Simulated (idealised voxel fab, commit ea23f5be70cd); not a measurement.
Module name: voxel fin reveal (process module)
The cross-section shown here is cut; it is 295 nm wide and divided into square cells measuring 5 nm on a side.
We lay out every cross-section as a grid of square cells and spell it out in bands from the top down, where one band means one or more rows of cells.
Per band: top height and bottom height in nm, followed by the left-to-right materials and their widths in nm; "edge to edge" marks a single material spanning edge to edge, "empty" marks empty space.
Convention: height 0 is the level below which the wafer, as received, is all one material. The lowest band does not terminate at the bottom but continues downward, represented as "0 and below".
Graded width ("30 to 40"): value in top row of band = first number; value in bottom row = second number; row-to-row change constant.
Where the words "stayed the same" appear for a step, the cross-section shows no cell changed by that step; every cell remained as before.
"Voids, enclosed" lists enclosed empty spaces (at least 8 cells, no open path upward to the top), each as width x height at distance from the left edge, in nm.
What comes after the settings on a step's line is commentary from the simulator itself on that step.
A step line may carry the setting "overlay nm", which, for steps involving a mask, states the distance by which the mask lay to the right of its intended position; negative values denote displacement to the left.
-- List of planned process steps
1,RECEIVE, material Si
2,CONFORMAL_DEP, material SiN, thk nm 5
3,PATTERN, tone cover, mask id FINS, material resist, width nm 15, pitch nm 35, thk nm 15, overlay nm 0
4,DIRECTIONAL_ETCH, etch materials SiN, depth nm 5
5,DIRECTIONAL_ETCH, etch materials Si, depth nm 40
6,STRIP, etch materials resist
7,OXIDIZE, depth nm 5
8,FILL_DEP, material SiO2, thk nm 5
9,CMP, height nm 5
10,SELECTIVE_ETCH, etch materials SiO2, depth nm 20
11,STRIP, etch materials SiN
12,CONFORMAL_DEP, material SiO2, thk nm 5
-- Received-state cross-section, reflecting completion of step 1
* 0 and below: Si edge to edge
* Voids, enclosed: none
-- Result of the module, cross-sectioned: start per above, plan per above, one error in how it was run
* 5 down to 0: empty 125, then SiO2 15, then empty 20, then SiO2 15, then empty 120
* 0 down to -10: empty 125, then SiO2 5, then Si 5, then SiO2 5, then empty 20, then SiO2 5, then Si 5, then SiO2 5, then empty 120
* -10 down to -45: SiO2 130, then Si 5, then SiO2 30, then Si 5, then SiO2 125
* -45 and below: Si edge to edge
* Voids, enclosed: none
Misprocessing identified: heads up, step 3 didn't go per plan, it actually ran as PATTERN, tone cover, mask id FINS, material resist, width nm 15, pitch nm 35, thk nm 15, overlay nm 5
